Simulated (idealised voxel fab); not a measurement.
process module | voxel self aligned vias
cross-section cut | 290 nm wide | cells 5 nm
A cross-section is a grid of square cells, given in bands from the top down. A band is one or more rows of cells.
Each band's line starts with the height of the band's top and of its bottom, in nm. Then come its materials from left to right, each with its width in nm. One material with "throughout" fills the band from edge to edge. "air" is empty space.
Height 0 is the level under which the wafer as received is all one material. The lowest band goes on downwards, as in "0 down".
A width such as "30 to 40" changes by the same amount from each row of cells to the next, from the band's top row to its bottom row.
"no change" after a step means that no cell of the cross-section changed.
closed voids: empty space of 8 cells or more with no open way to the top, each as width x height at its distance from the left edge, in nm
after a step's settings: what the simulator itself notes on the step
overlay nm, on a step with a mask: how far to the right of its planned place the mask lay; to the left if negative
plan
1 op RECEIVE | material Si
2 op CONFORMAL_DEP | material SiO2 | thk nm 15
3 op CONFORMAL_DEP | material SiCN | thk nm 5
4 op DIRECTIONAL_DEP | material SiO2 | thk nm 30
5 op DIRECTIONAL_DEP | material aC | thk nm 15
6 op PATTERN | tone open | mask id LINES | material resist | width nm 30 | pitch nm 70 | thk nm 30 | overlay nm 0
7 op DIRECTIONAL_ETCH | etch materials aC | depth nm 15
8 op STRIP | etch materials resist
9 op DIRECTIONAL_ETCH | etch materials SiO2 | depth nm 30
10 op STRIP | etch materials aC
11 op CONFORMAL_DEP | material TiN | thk nm 5
12 op FILL_DEP | material W | thk nm 10
13 op CMP | height nm 50
14 op SELECTIVE_ETCH | etch materials W Ru TiN | depth nm 10
15 op FILL_DEP | material SiN | thk nm 5
16 op CMP | height nm 50
17 op DIRECTIONAL_DEP | material SiO2 | thk nm 15
18 op DIRECTIONAL_DEP | material aC | thk nm 15
19 op PATTERN | tone open | mask id VIAS | material resist | width nm 50 | pitch nm 70 | thk nm 30 | overlay nm 0
20 op DIRECTIONAL_ETCH | etch materials aC | depth nm 15
21 op STRIP | etch materials resist
22 op DIRECTIONAL_ETCH | etch materials SiO2 | depth nm 15
23 op DIRECTIONAL_ETCH | etch materials SiN | depth nm 10
24 op STRIP | etch materials aC
25 op CONFORMAL_DEP | material TiN | thk nm 5
26 op FILL_DEP | material W | thk nm 5
27 op CMP | height nm 65
28 op CONFORMAL_DEP | material SiCN | thk nm 5
as received, after step 1
  0 down: Si throughout
  closed voids: none
first wafer at the end, as planned
  70 to 65: SiCN throughout
  65 to 55: SiO2 85 | TiN 5 | W 40 | TiN 5 | SiO2 20 | TiN 5 | W 40 | TiN 5 | SiO2 85
  55 to 45: SiO2 85 to 95 | TiN 15 to 5 | W 20 | TiN 15 to 5 | SiO2 20 to 40 | TiN 15 to 5 | W 20 | TiN 15 to 5 | SiO2 85 to 95
  45 to 40: SiO2 95 | TiN 30 | SiO2 40 | TiN 30 | SiO2 95
  40 to 25: SiO2 95 | TiN 5 | W 20 | TiN 5 | SiO2 40 | TiN 5 | W 20 | TiN 5 | SiO2 95
  25 to 20: SiO2 95 | TiN 30 | SiO2 40 | TiN 30 | SiO2 95
  20 to 15: SiCN throughout
  15 to 0: SiO2 throughout
  0 down: Si throughout
  closed voids: none
second wafer at the end: like start, like plan, one mistake
  70 to 65: SiCN throughout
  65 to 50: SiO2 85 | TiN 5 | W 40 | TiN 5 | SiO2 20 | TiN 5 | W 40 | TiN 5 | SiO2 85
  50 to 45: SiN 85 | TiN 15 | W 20 | TiN 15 | SiN 20 | TiN 15 | W 20 | TiN 15 | SiN 85
  45 to 40: SiO2 95 | TiN 30 | SiO2 40 | TiN 30 | SiO2 95
  40 to 20: SiO2 95 | TiN 5 | W 20 | TiN 5 | SiO2 40 | TiN 5 | W 20 | TiN 5 | SiO2 95
  20 to 15: SiO2 95 | TiN 30 | SiO2 40 | TiN 30 | SiO2 95
  15 to 0: SiO2 throughout
  0 down: Si throughout
  closed voids: none
what went wrong: step 3 was left out
at the end the second wafer has, in cells: 58 fewer of SiCN | 38 more of SiN | 4 more of TiN | 16 more of W
